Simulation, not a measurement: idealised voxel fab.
The document below concerns the process module designated voxel ribs on slabs.
Square cells of 5 nm make up the cross-section cut, whose width is 250 nm.
How to read a cross-section here: the picture is a grid of square cells, written as bands going from the top down, and any band can span one or more rows of cells.
Band entry format. Leading values: height of top, height of bottom, nm. Remainder: materials in left-to-right order, each with its width in nm. Special words: "all across" on a single material, which then fills the band edge to edge; "blank", empty space.
A quick word on heights: they are counted from 0, and under that level the wafer as it came to us is one material throughout. The lowest band is different from the rest in having no bottom; it simply continues downward, written as in "0 nm and below".
Read "30 to 40" as a graded width: first number on top, second number at the bottom, same change between each pair of neighbouring rows.
Any step labelled "all unchanged" changed none of the cells in the cross-section.
Under "Enclosed void entries" you'll find the enclosed gaps, the ones with no way out to the top, that are 8 cells or bigger; each reads width x height at distance, with distance counted from the left edge, everything in nm.
What comes after the settings on a step's line is commentary from the simulator itself on that step.
On any step carrying a mask, the "overlay nm" setting, if present on the step's line, tells how far right of its planned place the mask lay; negative values point to the left.

So here's the lineup of process steps we planned:
- 1: RECEIVE [material Si]
- 2: DIRECTIONAL_DEP [material SiO2] [thk nm 25]
- 3: DIRECTIONAL_DEP [material SiN] [thk nm 15]
- 4: MASKED_ETCH [tone cover] [mask id RIB] [width nm 20] [etch materials SiN] [depth nm 10] [overlay nm 0]
- 5: MASKED_ETCH [tone cover] [mask id SLAB] [width nm 60] [etch materials SiN] [depth nm 5] [overlay nm 0]
- 6: FILL_DEP [material SiO2] [thk nm 20]
- 7: CMP [height nm 50]
- 8: DIRECTIONAL_DEP [material TiN] [thk nm 5]
- 9: MASKED_ETCH [tone cover] [mask id HEATER] [width nm 30] [etch materials TiN] [depth nm 5] [overlay nm 0]
- 10: CONFORMAL_DEP [material SiO2] [thk nm 5]

Cross-section of the incoming wafer, state after step 1:
	0 nm and below = Si all across
	Enclosed void entries: none

Final cross-section, module run with one mistake (start and plan as above):
	55 nm to 50 nm = 110 blank | 30 TiN | 110 blank
	50 nm to 40 nm = SiO2 all across
	40 nm to 30 nm = 115 SiO2 | 20 SiN | 115 SiO2
	30 nm to 25 nm = 95 SiO2 | 60 SiN | 95 SiO2
	25 nm to 0 nm = SiO2 all across
	0 nm and below = Si all across
	Enclosed void entries: none
Diagnosis: the plan's step 10 went unexecuted, having been skipped
